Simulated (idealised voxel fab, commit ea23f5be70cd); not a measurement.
process module | voxel fin reveal
cross-section cut | 230 nm wide | cells 5 nm
A cross-section is a grid of square cells, given in bands from the top down. A band is one or more rows of cells.
Each band's line starts with the height of the band's top and of its bottom, in nm. Then come its materials from left to right, each with its width in nm. One material with "throughout" fills the band from edge to edge. "air" is empty space.
Height 0 is the level under which the wafer as received is all one material. The lowest band goes on downwards, as in "0 down".
A width such as "30 to 40" changes by the same amount from each row of cells to the next, from the band's top row to its bottom row.
"no change" after a step means that no cell of the cross-section changed.
closed voids: empty space of 8 cells or more with no open way to the top, each as width x height at its distance from the left edge, in nm
after a step's settings: what the simulator itself notes on the step
overlay nm, on a step with a mask: how far to the right of its planned place the mask lay; to the left if negative
plan
1 op RECEIVE | material Si
2 op CONFORMAL_DEP | material SiN | thk nm 5
3 op MASKED_ETCH | tone cover | mask id FINS | width nm 15 | pitch nm 35 | etch materials SiN | depth nm 5 | overlay nm 0
4 op MASKED_ETCH | tone cover | mask id FINS | width nm 15 | pitch nm 35 | etch materials Si | depth nm 30 | overlay nm 0
5 op OXIDIZE | depth nm 5
6 op FILL_DEP | material SiO2 | thk nm 5
7 op CMP | height nm 5
8 op SELECTIVE_ETCH | etch materials SiO2 | depth nm 25
9 op STRIP | etch materials SiN
as received, after step 1
  0 down: Si throughout
  closed voids: none
first wafer at the end, as planned
  0 to -20: air 95 | Si 5 | air 30 | Si 5 | air 95
  -20 to -35: SiO2 95 | Si 5 | SiO2 30 | Si 5 | SiO2 95
  -35 down: Si throughout
  closed voids: none
second wafer at the end: like start, like plan, one mistake
  0 to -20: air 95 | Si 10 | air 25 | Si 10 | air 90
  -20 to -35: SiO2 95 | Si 10 | SiO2 25 | Si 10 | SiO2 90
  -35 down: Si throughout
  closed voids: none
what went wrong: step 3 ran as: op MASKED_ETCH | tone cover | mask id FINS | width nm 20 | pitch nm 35 | etch materials SiN | depth nm 5 | overlay nm 0
at the end the second wafer has, in cells: 14 more of Si | 6 fewer of SiO2
